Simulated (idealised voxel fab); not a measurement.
This is a process module. Its name is voxel ribs on slabs.
Section cut is 190 nm wide and gridded with 5 nm square cells.
Cross-sections here: square-cell grids, written as top-down lists of bands, a band being one or more rows of cells.
In this notation a band is specified by the heights of its top and bottom, in that order and in nm, after which its materials appear from left to right, each paired with its width in nm. The word "all across" attached to a single material means that material fills the band from edge to edge; the word "blank" stands for empty space.
Below 0: as-received wafer, all one material; heights counted from there. Lowest band: no bottom, goes on down, written "0..down".
Note: "30 to 40" means the width goes from the first number (top row of the band) to the second number (bottom row) in equal steps per row of cells.
"no modification" after a step means that no cell of the cross-section changed.
This entry, "Sealed-off cavities", enumerates those empty regions of no fewer than 8 cells that possess no open connection to the top. Each region is reported in the form width x height at distance, the distance being taken from the left edge, with all three quantities expressed in nm.
On each step's line, the part that comes after the settings is the simulator's own comment on the step.
"overlay nm" answers the question of how far to the right of plan the mask lay on a step that has a mask, and when it is negative the answer is to the left.

THESE ARE THE STEPS WE PLANNED FOR THE PROCESS
1) RECEIVE,material Si
2) DIRECTIONAL_DEP,material SiO2,thk nm 20
3) DIRECTIONAL_DEP,material polySi,thk nm 25
4) DIRECTIONAL_DEP,material aC,thk nm 10
5) PATTERN,tone cover,mask id RIB,material resist,width nm 25,thk nm 25,overlay nm 0
6) DIRECTIONAL_ETCH,etch materials aC,depth nm 10
7) STRIP,etch materials resist
8) DIRECTIONAL_ETCH,etch materials polySi,depth nm 10
9) STRIP,etch materials aC
10) PATTERN,tone cover,mask id SLAB,material resist,width nm 75,thk nm 20,overlay nm 0
11) DIRECTIONAL_ETCH,etch materials polySi,depth nm 15
12) STRIP,etch materials resist
13) FILL_DEP,material SiO2,thk nm 25
14) CMP,height nm 65
15) DIRECTIONAL_DEP,material W,thk nm 5
16) MASKED_ETCH,tone cover,mask id HEATER,width nm 35,etch materials W,depth nm 5,overlay nm 0
17) CONFORMAL_DEP,material SiN,thk nm 5

THE FIRST WAFER OF TWO, PROCESSED AS PLANNED

WAFER AS RECEIVED: CROSS-SECTION FOLLOWING STEP 1
* 0..down: Si all across
* Sealed-off cavities: none

AFTER STEP 2: WAFER CROSS-SECTION
* 20..0: SiO2 all across
* Below a height of 0, the structure has not been altered.

AFTER STEP 3: WAFER CROSS-SECTION
* 45..20: polySi all across
* Below a height of 20, the structure has not been altered.

AFTER STEP 4: WAFER CROSS-SECTION
* 55..45: aC all across
* Below a height of 45, the structure has not been altered.

AFTER STEP 5: WAFER CROSS-SECTION
* 80..55: blank 80, then resist 25, then blank 85
* Below a height of 55, the structure has not been altered.

AFTER STEP 6: WAFER CROSS-SECTION
* 70..55: blank 80, then resist 25, then blank 85
* 55..45: blank 80, then aC 25, then blank 85
* Below a height of 45, the structure has not been altered.

AFTER STEP 7: WAFER CROSS-SECTION
* 55..45: blank 80, then aC 25, then blank 85
* Below a height of 45, the structure has not been altered.

AFTER STEP 8: WAFER CROSS-SECTION
* 55..45: blank 80, then aC 25, then blank 85
* 45..35: blank 80, then polySi 25, then blank 85
* Below a height of 35, the structure has not been altered.

AFTER STEP 9: WAFER CROSS-SECTION
* 45..35: blank 80, then polySi 25, then blank 85
* Below a height of 35, the structure has not been altered.

AFTER STEP 10: WAFER CROSS-SECTION
* 65..45: blank 55, then resist 75, then blank 60
* 45..35: blank 55, then resist 25, then polySi 25, then resist 25, then blank 60
* Below a height of 35, the structure has not been altered.

AFTER STEP 11: WAFER CROSS-SECTION
* 65..45: blank 55, then resist 75, then blank 60
* 45..35: blank 55, then resist 25, then polySi 25, then resist 25, then blank 60
* 35..20: blank 55, then polySi 75, then blank 60
* Below a height of 20, the structure has not been altered.

AFTER STEP 12: WAFER CROSS-SECTION
* 45..35: blank 80, then polySi 25, then blank 85
* Below a height of 35, the structure has not been altered.

AFTER STEP 13: WAFER CROSS-SECTION
* 70..45: SiO2 all across
* 45..35: SiO2 80, then polySi 25, then SiO2 85
* 35..20: SiO2 55, then polySi 75, then SiO2 60
* Below a height of 20, the structure has not been altered.

AFTER STEP 14: WAFER CROSS-SECTION
* 65..45: SiO2 all across
* Below a height of 45, the structure has not been altered.

AFTER STEP 15: WAFER CROSS-SECTION
* 70..65: W all across
* Below a height of 65, the structure has not been altered.

AFTER STEP 16: WAFER CROSS-SECTION
* 70..65: blank 75, then W 35, then blank 80
* Below a height of 65, the structure has not been altered.

AFTER STEP 17: WAFER CROSS-SECTION
* 75..70: blank 70, then SiN 45, then blank 75
* 70..65: SiN 75, then W 35, then SiN 80
* Below a height of 65, the structure has not been altered.

NOTES, SECOND WAFER: START = FIRST WAFER'S, PLAN = FIRST WAFER'S, EXECUTION HAD ONE MISTAKE; HISTORY IDENTICAL TO FIRST THROUGH STEP 9

THE SECOND WAFER CUT THROUGH, AT THE TIME STEP 10 WAS SUPPOSED TO BE FINISHED
* 65..45: blank 55, then resist 80, then blank 55
* 45..35: blank 55, then resist 25, then polySi 25, then resist 30, then blank 55
* Below a height of 35, the structure has not been altered.

THE SECOND WAFER CUT THROUGH, AT THE TIME STEP 11 WAS SUPPOSED TO BE FINISHED
* 65..45: blank 55, then resist 80, then blank 55
* 45..35: blank 55, then resist 25, then polySi 25, then resist 30, then blank 55
* 35..20: blank 55, then polySi 80, then blank 55
* Below a height of 20, the structure has not been altered.

THE SECOND WAFER CUT THROUGH, AT THE TIME STEP 12 WAS SUPPOSED TO BE FINISHED
* 45..35: blank 80, then polySi 25, then blank 85
* Below a height of 35, the structure has not been altered.

THE SECOND WAFER CUT THROUGH, AT THE TIME STEP 13 WAS SUPPOSED TO BE FINISHED
* 70..45: SiO2 all across
* 45..35: SiO2 80, then polySi 25, then SiO2 85
* 35..20: SiO2 55, then polySi 80, then SiO2 55
* Below a height of 20, the structure has not been altered.

THE SECOND WAFER CUT THROUGH, AT THE TIME STEP 14 WAS SUPPOSED TO BE FINISHED
* 65..45: SiO2 all across
* Below a height of 45, the structure has not been altered.

THE SECOND WAFER CUT THROUGH, AT THE TIME STEP 15 WAS SUPPOSED TO BE FINISHED
* 70..65: W all across
* Below a height of 65, the structure has not been altered.

THE SECOND WAFER CUT THROUGH, AT THE TIME STEP 16 WAS SUPPOSED TO BE FINISHED
* 70..65: blank 75, then W 35, then blank 80
* Below a height of 65, the structure has not been altered.

THE SECOND WAFER CUT THROUGH, AT THE TIME STEP 17 WAS SUPPOSED TO BE FINISHED
* 75..70: blank 70, then SiN 45, then blank 75
* 70..65: SiN 75, then W 35, then SiN 80
* Below a height of 65, the structure has not been altered.
Misprocessing identified: step 10 ran with different settings than intended, the actual operation and settings being PATTERN,tone cover,mask id SLAB,material resist,width nm 80,thk nm 20,overlay nm 0
FYI, end of process, the second wafer has more or fewer cells of some materials than the first: SiO2: 3 fewer, polySi: 3 more
